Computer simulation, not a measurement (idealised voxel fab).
The process module that follows is named voxel local oxidation.
For reference, the cross-section in this document is cut, with width 185 nm and square cells of 5 nm.
We lay out every cross-section as a grid of square cells and spell it out in bands from the top down, where one band means one or more rows of cells.
What a band's entry tells you: where the top is and where the bottom is, as heights in nm, and after that what lies inside, material by material from left to right, each with its width in nm. Empty space is written as the word "empty", and a single material marked with the word "throughout" occupies the band from edge to edge.
The level at which height equals 0 is the one under which the wafer, as it arrives, is entirely one material. No lower edge exists for the bottom band, which continues downward and is notated as in "top 0, no bottom".
Graded width ("30->40"): value in top row of band = first number; value in bottom row = second number; row-to-row change constant.
Step note "no alteration" = no cross-section cell changed.
Unvented internal voids: empty space of 8 cells or more with no open way to the top, each as width x height at its distance from the left edge, in nm
If you see something after the settings on a step's line, that's the simulator's own remark about that step.
Among the settings permitted on a step's line is "overlay nm"; applied to a step with a mask, it specifies the extent to which the mask lay to the right of its planned position, whereas a negative figure signifies a position to the left.
-- Process steps (planned)
1 op RECEIVE | material Si
2 op CONFORMAL_DEP | material SiO2 | thk nm 5
3 op CONFORMAL_DEP | material SiN | thk nm 10
4 op MASKED_ETCH | tone cover | mask id ACTIVE | width nm 90 | etch materials SiN | depth nm 10 | overlay nm 0
5 op SELECTIVE_ETCH | etch materials SiO2 | depth nm 5
6 op OXIDIZE | depth nm 10
7 op STRIP | etch materials SiN
-- On the first of the two wafers: run conducted according to plan
-- As received (post step 1): cross-section
top 0, no bottom: Si throughout
Unvented internal voids: none
-- Wafer xsec, post step 2
top 5, bottom 0: SiO2 throughout
Under 0: no change, same as before.
-- Wafer xsec, post step 3
top 15, bottom 5: SiN throughout
Under 5: no change, same as before.
-- Wafer xsec, post step 4
top 15, bottom 5: empty=45, then SiN=90, then empty=50
Under 5: no change, same as before.
-- Wafer xsec, post step 5
top 15, bottom 5: empty=45, then SiN=90, then empty=50
top 5, bottom 0: empty=50, then SiO2=80, then empty=55
Under 0: no change, same as before.
-- Wafer xsec, post step 6
top 15, bottom 5: empty=45, then SiN=90, then empty=50
top 5, bottom 0: empty=50, then SiO2=80, then empty=55
top 0, bottom -10: SiO2=60, then Si=60, then SiO2=65
Under -10: no change, same as before.
-- Wafer xsec, post step 7
top 5, bottom 0: empty=50, then SiO2=80, then empty=55
Under 0: no change, same as before.
-- For the second wafer, take the first wafer's start and plan, then add one mistake made in running it; everything through step 3, that step included, is shared with the first
-- Second wafer cross-section, taken as of the time the plan sets for step 4 to be done
top 15, bottom 5: empty=55, then SiN=90, then empty=40
Under 5: no change, same as before.
-- Second wafer cross-section, taken as of the time the plan sets for step 5 to be done
top 15, bottom 5: empty=55, then SiN=90, then empty=40
top 5, bottom 0: empty=60, then SiO2=80, then empty=45
Under 0: no change, same as before.
-- Second wafer cross-section, taken as of the time the plan sets for step 6 to be done
top 15, bottom 5: empty=55, then SiN=90, then empty=40
top 5, bottom 0: empty=60, then SiO2=80, then empty=45
top 0, bottom -10: SiO2=70, then Si=60, then SiO2=55
Under -10: no change, same as before.
-- Second wafer cross-section, taken as of the time the plan sets for step 7 to be done
top 5, bottom 0: empty=60, then SiO2=80, then empty=45
Under 0: no change, same as before.
Which mistake was made when the wafer was run? for step 4, the planned setting was not used; the step was instead run as op MASKED_ETCH | tone cover | mask id ACTIVE | width nm 90 | etch materials SiN | depth nm 10 | overlay nm 10
At the end, the second wafer has the same number of cells of each material as the first, but those cells sit in other places.
